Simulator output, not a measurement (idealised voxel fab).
The document below concerns the process module designated voxel wiring stack.
This is section cut - it's 205 nm across, gridded in 5 nm square cells.
A cross-section in this document is a grid of square cells, and it is written down as bands, the top band listed before the ones below it; a band is made up of one or more rows of cells.
Quick guide to a band line: top height, bottom height (nm) up front; then every material left to right with its width in nm. Only one material and it's marked "throughout"? Then it fills the band edge to edge. And "blank" just means empty space.
Heights are expressed relative to 0, this being the level below which the as-received wafer comprises one material exclusively. The lowest band is unbounded in the downward direction and is denoted as in "0 down".
The notation "30 to 40" denotes a width that varies across the rows of cells in the band, beginning at the first number in the top row, finishing at the second number in the bottom row, and changing by an identical amount from each row to the next.
Where the words "no change occurred" appear for a step, the cross-section shows no cell changed by that step; every cell remained as before.
You'll see "closed voids" listing empty spaces that have no way open to the top, as long as they're 8 cells or more; the notation is width x height at distance, where the distance is from the left edge, and all of it is in nm.
The remark found on a step's line after its settings is issued by the simulator itself and pertains to that step.
overlay nm: step with mask; distance mask lay right of planned place; negative value = left of planned place.
Note: before/after cross-section pairs follow, one process step per pair, after-side truncated at the lowest changed band, step and settings given beneath. Different runs of this module on the same starting wafer may supply the pairs; a pair continues the one above only where the "Preceding state" entry says so.
**Preceding state**
85 to 80: Cu throughout
80 to 75: 65 nm TiN  20 nm Cu  30 nm TiN  20 nm Cu  70 nm TiN
75 to 65: 60 nm lowk  5 nm TiN  20 nm Cu  5 nm TiN  20 nm lowk  5 nm TiN  20 nm Cu  5 nm TiN  65 nm lowk
65 to 60: 60 nm lowk  5 nm TiN  5 nm Cu  20 nm TiN  20 nm lowk  5 nm TiN  5 nm Cu  20 nm TiN  65 nm lowk
60 to 50: 60 nm lowk  5 nm TiN  5 nm Cu  5 nm TiN  35 nm lowk  5 nm TiN  5 nm Cu  5 nm TiN  80 nm lowk
50 to 45: 60 nm SiCN  15 nm TiN  35 nm SiCN  15 nm TiN  80 nm SiCN
45 to 35: SiCN throughout
35 to 15: 60 nm lowk  30 nm W  20 nm lowk  30 nm W  65 nm lowk
15 to 10: 60 nm lowk  30 nm TiN  20 nm lowk  30 nm TiN  65 nm lowk
10 to 0: SiO2 throughout
0 down: Si throughout
closed voids: none
**Post-Step Appearance**
65 to 60: 60 nm lowk  5 nm TiN  5 nm Cu  20 nm TiN  20 nm lowk  5 nm TiN  5 nm Cu  20 nm TiN  65 nm lowk
For the remainder of the cross-section, below 60, there is no change.
closed voids: none
Between before and after above, the operation and settings are CMP: height nm 65
Preceding state: This step starts from the configuration shown after the step in the pair immediately above.
**Post-Step Appearance**
70 to 65: SiN throughout
For the remainder of the cross-section, below 65, there is no change.
closed voids: none
Between before and after above, the operation and settings are CONFORMAL_DEP: material SiN, thk nm 5
**Preceding state**
65 to 40: 60 nm lowk  15 nm blank  35 nm lowk  15 nm blank  80 nm lowk
40 to 35: SiCN throughout
35 to 15: 60 nm lowk  30 nm W  20 nm lowk  30 nm W  65 nm lowk
15 to 10: 60 nm lowk  30 nm TiN  20 nm lowk  30 nm TiN  65 nm lowk
10 to 0: SiO2 throughout
0 down: Si throughout
closed voids: none
**Post-Step Appearance**
65 to 50: 60 nm lowk  25 nm blank  25 nm lowk  25 nm blank  70 nm lowk
For the remainder of the cross-section, below 50, there is no change.
closed voids: none
Between before and after above, the operation and settings are MASKED_ETCH: tone open, mask id METAL_2, width nm 20, pitch nm 50, etch materials lowk, depth nm 15, overlay nm 0
Preceding state: This step starts from the configuration shown after the step in the pair immediately above.
**Post-Step Appearance**
65 to 50: 60 nm lowk  25 nm blank  25 nm lowk  25 nm blank  70 nm lowk
50 to 40: 60 nm lowk  15 nm blank  35 nm lowk  15 nm blank  80 nm lowk
40 to 35: 60 nm SiCN  15 nm blank  35 nm SiCN  15 nm blank  80 nm SiCN
For the remainder of the cross-section, below 35, there is no change.
closed voids: none
Between before and after above, the operation and settings are MASKED_ETCH: tone open, mask id METAL_2, width nm 30, pitch nm 50, etch materials SiCN, depth nm 5, overlay nm 0
Preceding state: This step starts from the configuration shown after the step in the pair immediately above.
**Post-Step Appearance**
70 to 65: 65 nm TiN  15 nm blank  35 nm TiN  15 nm blank  75 nm TiN
65 to 55: 60 nm lowk  5 nm TiN  15 nm blank  5 nm TiN  25 nm lowk  5 nm TiN  15 nm blank  5 nm TiN  70 nm lowk
55 to 50: 60 nm lowk  5 nm TiN  5 nm blank  15 nm TiN  25 nm lowk  5 nm TiN  5 nm blank  15 nm TiN  70 nm lowk
50 to 40: 60 nm lowk  5 nm TiN  5 nm blank  5 nm TiN  35 nm lowk  5 nm TiN  5 nm blank  5 nm TiN  80 nm lowk
40 to 35: 60 nm SiCN  15 nm TiN  35 nm SiCN  15 nm TiN  80 nm SiCN
For the remainder of the cross-section, below 35, there is no change.
closed voids: none
Between before and after above, the operation and settings are CONFORMAL_DEP: material TiN, thk nm 5
Preceding state: This step starts from the configuration shown after the step in the pair immediately above.
**Post-Step Appearance**
75 to 70: Cu throughout
70 to 65: 65 nm TiN  15 nm Cu  35 nm TiN  15 nm Cu  75 nm TiN
65 to 55: 60 nm lowk  5 nm TiN  15 nm Cu  5 nm TiN  25 nm lowk  5 nm TiN  15 nm Cu  5 nm TiN  70 nm lowk
55 to 50: 60 nm lowk  5 nm TiN  5 nm Cu  15 nm TiN  25 nm lowk  5 nm TiN  5 nm Cu  15 nm TiN  70 nm lowk
50 to 40: 60 nm lowk  5 nm TiN  5 nm Cu  5 nm TiN  35 nm lowk  5 nm TiN  5 nm Cu  5 nm TiN  80 nm lowk
For the remainder of the cross-section, below 40, there is no change.
closed voids: none
Between before and after above, the operation and settings are FILL_DEP: material Cu, thk nm 5
Preceding state: This step starts from the configuration shown after the step in the pair immediately above.
**Post-Step Appearance**
65 to 55: 60 nm lowk  5 nm TiN  15 nm Cu  5 nm TiN  25 nm lowk  5 nm TiN  15 nm Cu  5 nm TiN  70 nm lowk
For the remainder of the cross-section, below 55, there is no change.
closed voids: none
Between before and after above, the operation and settings are CMP: height nm 65
Preceding state: This step starts from the configuration shown after the step in the pair immediately above.
**Post-Step Appearance**
70 to 65: SiN throughout
For the remainder of the cross-section, below 65, there is no change.
closed voids: none
Between before and after above, the operation and settings are CONFORMAL_DEP: material SiN, thk nm 5
**Preceding state**
50 to 35: aC throughout
35 to 15: W throughout
15 to 10: TiN throughout
10 to 0: SiO2 throughout
0 down: Si throughout
closed voids: none
**Post-Step Appearance**
85 to 50: 55 nm blank  30 nm resist  20 nm blank  30 nm resist  70 nm blank
For the remainder of the cross-section, below 50, there is no change.
closed voids: none
Between before and after above, the operation and settings are PATTERN: tone cover, mask id METAL_1, material resist, width nm 30, pitch nm 50, thk nm 35, overlay nm -5
Preceding state: This step starts from the configuration shown after the step in the pair immediately above.
**Post-Step Appearance**
70 to 50: 55 nm blank  30 nm resist  20 nm blank  30 nm resist  70 nm blank
50 to 35: 55 nm blank  30 nm aC  20 nm blank  30 nm aC  70 nm blank
For the remainder of the cross-section, below 35, there is no change.
closed voids: none
Between before and after above, the operation and settings are DIRECTIONAL_ETCH: etch materials aC, depth nm 15
Preceding state: This step starts from the configuration shown after the step in the pair immediately above.
**Post-Step Appearance**
50 to 35: 55 nm blank  30 nm aC  20 nm blank  30 nm aC  70 nm blank
For the remainder of the cross-section, below 35, there is no change.
closed voids: none
Between before and after above, the operation and settings are STRIP: etch materials resist
Preceding state: This step starts from the configuration shown after the step in the pair immediately above.
**Post-Step Appearance**
50 to 35: 55 nm blank  30 nm aC  20 nm blank  30 nm aC  70 nm blank
35 to 15: 55 nm blank  30 nm W  20 nm blank  30 nm W  70 nm blank
For the remainder of the cross-section, below 15, there is no change.
closed voids: none
Between before and after above, the operation and settings are DIRECTIONAL_ETCH: etch materials W, depth nm 20
Preceding state: This step starts from the configuration shown after the step in the pair immediately above.
**Post-Step Appearance**
50 to 35: 55 nm blank  30 nm aC  20 nm blank  30 nm aC  70 nm blank
35 to 15: 55 nm blank  30 nm W  20 nm blank  30 nm W  70 nm blank
15 to 10: 55 nm blank  30 nm TiN  20 nm blank  30 nm TiN  70 nm blank
For the remainder of the cross-section, below 10, there is no change.
closed voids: none
Between before and after above, the operation and settings are DIRECTIONAL_ETCH: etch materials TiN, depth nm 5
Preceding state: This step starts from the configuration shown after the step in the pair immediately above.
**Post-Step Appearance**
35 to 15: 55 nm blank  30 nm W  20 nm blank  30 nm W  70 nm blank
For the remainder of the cross-section, below 15, there is no change.
closed voids: none
Between before and after above, the operation and settings are STRIP: etch materials aC
Preceding state: This step starts from the configuration shown after the step in the pair immediately above.
**Post-Step Appearance**
40 to 35: lowk throughout
35 to 15: 55 nm lowk  30 nm W  20 nm lowk  30 nm W  70 nm lowk
15 to 10: 55 nm lowk  30 nm TiN  20 nm lowk  30 nm TiN  70 nm lowk
For the remainder of the cross-section, below 10, there is no change.
closed voids: none
Between before and after above, the operation and settings are FILL_DEP: material lowk, thk nm 5
Preceding state: This step starts from the configuration shown after the step in the pair immediately above.
**Post-Step Appearance**
35 to 15: 55 nm lowk  30 nm W  20 nm lowk  30 nm W  70 nm lowk
For the remainder of the cross-section, below 15, there is no change.
closed voids: none
Between before and after above, the operation and settings are CMP: height nm 35
Preceding state: This step starts from the configuration shown after the step in the pair immediately above.
**Post-Step Appearance**
40 to 35: SiCN throughout
For the remainder of the cross-section, below 35, there is no change.
closed voids: none
Between before and after above, the operation and settings are CONFORMAL_DEP: material SiCN, thk nm 5
Preceding state: This step starts from the configuration shown after the step in the pair immediately above.
**Post-Step Appearance**
65 to 40: lowk throughout
For the remainder of the cross-section, below 40, there is no change.
closed voids: none
Between before and after above, the operation and settings are DIRECTIONAL_DEP: material lowk, thk nm 25
Preceding state: This step starts from the configuration shown after the step in the pair immediately above.
**Post-Step Appearance**
65 to 40: 60 nm lowk  15 nm blank  35 nm lowk  15 nm blank  80 nm lowk
For the remainder of the cross-section, below 40, there is no change.
closed voids: none
Between before and after above, the operation and settings are MASKED_ETCH: tone open, mask id METAL_2_HOLES, width nm 15, pitch nm 50, etch materials lowk, depth nm 25, overlay nm 0
Preceding state: This step starts from the configuration shown after the step in the pair immediately above.
**Post-Step Appearance**
65 to 50: 60 nm lowk  30 nm blank  20 nm lowk  30 nm blank  65 nm lowk
For the remainder of the cross-section, below 50, there is no change.
closed voids: none
Between before and after above, the operation and settings are MASKED_ETCH: tone open, mask id METAL_2, width nm 30, pitch nm 50, etch materials lowk, depth nm 15, overlay nm 0
Preceding state: This step starts from the configuration shown after the step in the pair immediately above.
**Post-Step Appearance**
65 to 50: 60 nm lowk  30 nm blank  20 nm lowk  30 nm blank  65 nm lowk
50 to 40: 60 nm lowk  15 nm blank  35 nm lowk  15 nm blank  80 nm lowk
40 to 35: 60 nm SiCN  15 nm blank  35 nm SiCN  15 nm blank  80 nm SiCN
For the remainder of the cross-section, below 35, there is no change.
closed voids: none
Between before and after above, the operation and settings are MASKED_ETCH: tone open, mask id METAL_2, width nm 30, pitch nm 50, etch materials SiCN, depth nm 5, overlay nm 0
Preceding state: This step starts from the configuration shown after the step in the pair immediately above.
**Post-Step Appearance**
70 to 65: 65 nm TiN  20 nm blank  30 nm TiN  20 nm blank  70 nm TiN
65 to 55: 60 nm lowk  5 nm TiN  20 nm blank  5 nm TiN  20 nm lowk  5 nm TiN  20 nm blank  5 nm TiN  65 nm lowk
55 to 50: 60 nm lowk  5 nm TiN  5 nm blank  20 nm TiN  20 nm lowk  5 nm TiN  5 nm blank  20 nm TiN  65 nm lowk
50 to 40: 60 nm lowk  5 nm TiN  5 nm blank  5 nm TiN  35 nm lowk  5 nm TiN  5 nm blank  5 nm TiN  80 nm lowk
40 to 35: 60 nm SiCN  15 nm TiN  35 nm SiCN  15 nm TiN  80 nm SiCN
For the remainder of the cross-section, below 35, there is no change.
closed voids: none
Between before and after above, the operation and settings are CONFORMAL_DEP: material TiN, thk nm 5
Preceding state: This step starts from the configuration shown after the step in the pair immediately above.
**Post-Step Appearance**
75 to 70: Cu throughout
70 to 65: 65 nm TiN  20 nm Cu  30 nm TiN  20 nm Cu  70 nm TiN
65 to 55: 60 nm lowk  5 nm TiN  20 nm Cu  5 nm TiN  20 nm lowk  5 nm TiN  20 nm Cu  5 nm TiN  65 nm lowk
55 to 50: 60 nm lowk  5 nm TiN  5 nm Cu  20 nm TiN  20 nm lowk  5 nm TiN  5 nm Cu  20 nm TiN  65 nm lowk
50 to 40: 60 nm lowk  5 nm TiN  5 nm Cu  5 nm TiN  35 nm lowk  5 nm TiN  5 nm Cu  5 nm TiN  80 nm lowk
For the remainder of the cross-section, below 40, there is no change.
closed voids: none
Between before and after above, the operation and settings are FILL_DEP: material Cu, thk nm 5
Preceding state: This step starts from the configuration shown after the step in the pair immediately above.
**Post-Step Appearance**
65 to 55: 60 nm lowk  5 nm TiN  20 nm Cu  5 nm TiN  20 nm lowk  5 nm TiN  20 nm Cu  5 nm TiN  65 nm lowk
For the remainder of the cross-section, below 55, there is no change.
closed voids: none
Between before and after above, the operation and settings are CMP: height nm 65
Preceding state: This step starts from the configuration shown after the step in the pair immediately above.
**Post-Step Appearance**
70 to 65: SiN throughout
For the remainder of the cross-section, below 65, there is no change.
closed voids: none
Between before and after above, the operation and settings are CONFORMAL_DEP: material SiN, thk nm 5
**Preceding state**
35 to 15: 60 nm lowk  30 nm W  20 nm lowk  30 nm W  65 nm lowk
15 to 10: 60 nm lowk  30 nm TiN  20 nm lowk  30 nm TiN  65 nm lowk
10 to 0: SiO2 throughout
0 down: Si throughout
closed voids: none
**Post-Step Appearance**
40 to 35: aC throughout
For the remainder of the cross-section, below 35, there is no change.
closed voids: none
Between before and after above, the operation and settings are CONFORMAL_DEP: material aC, thk nm 5
Preceding state: This step starts from the configuration shown after the step in the pair immediately above.
**Post-Step Appearance**
65 to 40: lowk throughout
For the remainder of the cross-section, below 40, there is no change.
closed voids: none
Between before and after above, the operation and settings are DIRECTIONAL_DEP: material lowk, thk nm 25
Preceding state: This step starts from the configuration shown after the step in the pair immediately above.
**Post-Step Appearance**
65 to 40: 60 nm lowk  15 nm blank  35 nm lowk  15 nm blank  80 nm lowk
For the remainder of the cross-section, below 40, there is no change.
closed voids: none
Between before and after above, the operation and settings are MASKED_ETCH: tone open, mask id METAL_2_HOLES, width nm 15, pitch nm 50, etch materials lowk, depth nm 25, overlay nm 0
Preceding state: This step starts from the configuration shown after the step in the pair immediately above.
**Post-Step Appearance**
65 to 50: 60 nm lowk  30 nm blank  20 nm lowk  30 nm blank  65 nm lowk
For the remainder of the cross-section, below 50, there is no change.
closed voids: none
Between before and after above, the operation and settings are MASKED_ETCH: tone open, mask id METAL_2, width nm 30, pitch nm 50, etch materials lowk, depth nm 15, overlay nm 0
Preceding state: This step starts from the configuration shown after the step in the pair immediately above.
**Post-Step Appearance**
70 to 65: 65 nm TiN  20 nm blank  30 nm TiN  20 nm blank  70 nm TiN
65 to 55: 60 nm lowk  5 nm TiN  20 nm blank  5 nm TiN  20 nm lowk  5 nm TiN  20 nm blank  5 nm TiN  65 nm lowk
55 to 45: 60 nm lowk  5 nm TiN  5 nm blank  20 to 5 nm TiN  20 to 35 nm lowk  5 nm TiN  5 nm blank  20 to 5 nm TiN  65 to 80 nm lowk
45 to 40: 60 nm lowk  15 nm TiN  35 nm lowk  15 nm TiN  80 nm lowk
For the remainder of the cross-section, below 40, there is no change.
closed voids: none
Between before and after above, the operation and settings are CONFORMAL_DEP: material TiN, thk nm 5
Preceding state: This step starts from the configuration shown after the step in the pair immediately above.
**Post-Step Appearance**
75 to 70: Cu throughout
70 to 65: 65 nm TiN  20 nm Cu  30 nm TiN  20 nm Cu  70 nm TiN
65 to 55: 60 nm lowk  5 nm TiN  20 nm Cu  5 nm TiN  20 nm lowk  5 nm TiN  20 nm Cu  5 nm TiN  65 nm lowk
55 to 45: 60 nm lowk  5 nm TiN  5 nm Cu  20 to 5 nm TiN  20 to 35 nm lowk  5 nm TiN  5 nm Cu  20 to 5 nm TiN  65 to 80 nm lowk
For the remainder of the cross-section, below 45, there is no change.
closed voids: none
Between before and after above, the operation and settings are FILL_DEP: material Cu, thk nm 5
Preceding state: This step starts from the configuration shown after the step in the pair immediately above.
**Post-Step Appearance**
65 to 55: 60 nm lowk  5 nm TiN  20 nm Cu  5 nm TiN  20 nm lowk  5 nm TiN  20 nm Cu  5 nm TiN  65 nm lowk
For the remainder of the cross-section, below 55, there is no change.
closed voids: none
Between before and after above, the operation and settings are CMP: height nm 65
Preceding state: This step starts from the configuration shown after the step in the pair immediately above.
**Post-Step Appearance**
70 to 65: SiN throughout
For the remainder of the cross-section, below 65, there is no change.
closed voids: none
Between before and after above, the operation and settings are CONFORMAL_DEP: material SiN, thk nm 5
**Preceding state**
65 to 40: 60 nm lowk  15 nm blank  35 nm lowk  15 nm blank  80 nm lowk
40 to 35: SiCN throughout
35 to 15: 60 nm lowk  30 nm W  20 nm lowk  30 nm W  65 nm lowk
15 to 10: 60 nm lowk  30 nm TiN  20 nm lowk  30 nm TiN  65 nm lowk
10 to 0: SiO2 throughout
0 down: Si throughout
closed voids: none
**Post-Step Appearance**
65 to 50: 75 nm blank  15 nm lowk  35 nm blank  15 nm lowk  65 nm blank
For the remainder of the cross-section, below 50, there is no change.
closed voids: none
Between before and after above, the operation and settings are MASKED_ETCH: tone cover, mask id METAL_2, width nm 30, pitch nm 50, etch materials lowk, depth nm 15, overlay nm 0
Preceding state: This step starts from the configuration shown after the step in the pair immediately above.
**Post-Step Appearance**
65 to 50: 75 nm blank  15 nm lowk  35 nm blank  15 nm lowk  65 nm blank
50 to 40: 60 nm lowk  15 nm blank  35 nm lowk  15 nm blank  80 nm lowk
40 to 35: 60 nm SiCN  15 nm blank  35 nm SiCN  15 nm blank  80 nm SiCN
For the remainder of the cross-section, below 35, there is no change.
closed voids: none
Between before and after above, the operation and settings are MASKED_ETCH: tone open, mask id METAL_2, width nm 30, pitch nm 50, etch materials SiCN, depth nm 5, overlay nm 0
Preceding state: This step starts from the configuration shown after the step in the pair immediately above.
**Post-Step Appearance**
70 to 65: 70 nm blank  25 nm TiN  25 nm blank  25 nm TiN  60 nm blank
65 to 55: 70 nm blank  5 nm TiN  15 nm lowk  5 nm TiN  25 nm blank  5 nm TiN  15 nm lowk  5 nm TiN  60 nm blank
55 to 50: 65 nm TiN  5 nm blank  5 nm TiN  15 nm lowk  25 nm TiN  5 nm blank  5 nm TiN  15 nm lowk  65 nm TiN
50 to 40: 60 nm lowk  5 nm TiN  5 nm blank  5 nm TiN  35 nm lowk  5 nm TiN  5 nm blank  5 nm TiN  80 nm lowk
40 to 35: 60 nm SiCN  15 nm TiN  35 nm SiCN  15 nm TiN  80 nm SiCN
For the remainder of the cross-section, below 35, there is no change.
closed voids: none
Between before and after above, the operation and settings are CONFORMAL_DEP: material TiN, thk nm 5
Preceding state: This step starts from the configuration shown after the step in the pair immediately above.
**Post-Step Appearance**
75 to 70: Cu throughout
70 to 65: 70 nm Cu  25 nm TiN  25 nm Cu  25 nm TiN  60 nm Cu
65 to 55: 70 nm Cu  5 nm TiN  15 nm lowk  5 nm TiN  25 nm Cu  5 nm TiN  15 nm lowk  5 nm TiN  60 nm Cu
55 to 50: 65 nm TiN  5 nm Cu  5 nm TiN  15 nm lowk  25 nm TiN  5 nm Cu  5 nm TiN  15 nm lowk  65 nm TiN
50 to 40: 60 nm lowk  5 nm TiN  5 nm Cu  5 nm TiN  35 nm lowk  5 nm TiN  5 nm Cu  5 nm TiN  80 nm lowk
For the remainder of the cross-section, below 40, there is no change.
closed voids: none
Between before and after above, the operation and settings are FILL_DEP: material Cu, thk nm 5
Preceding state: This step starts from the configuration shown after the step in the pair immediately above.
**Post-Step Appearance**
65 to 55: 70 nm Cu  5 nm TiN  15 nm lowk  5 nm TiN  25 nm Cu  5 nm TiN  15 nm lowk  5 nm TiN  60 nm Cu
For the remainder of the cross-section, below 55, there is no change.
closed voids: none
Between before and after above, the operation and settings are CMP: height nm 65
Preceding state: This step starts from the configuration shown after the step in the pair immediately above.
**Post-Step Appearance**
70 to 65: SiN throughout
For the remainder of the cross-section, below 65, there is no change.
closed voids: none
Between before and after above, the operation and settings are CONFORMAL_DEP: material SiN, thk nm 5
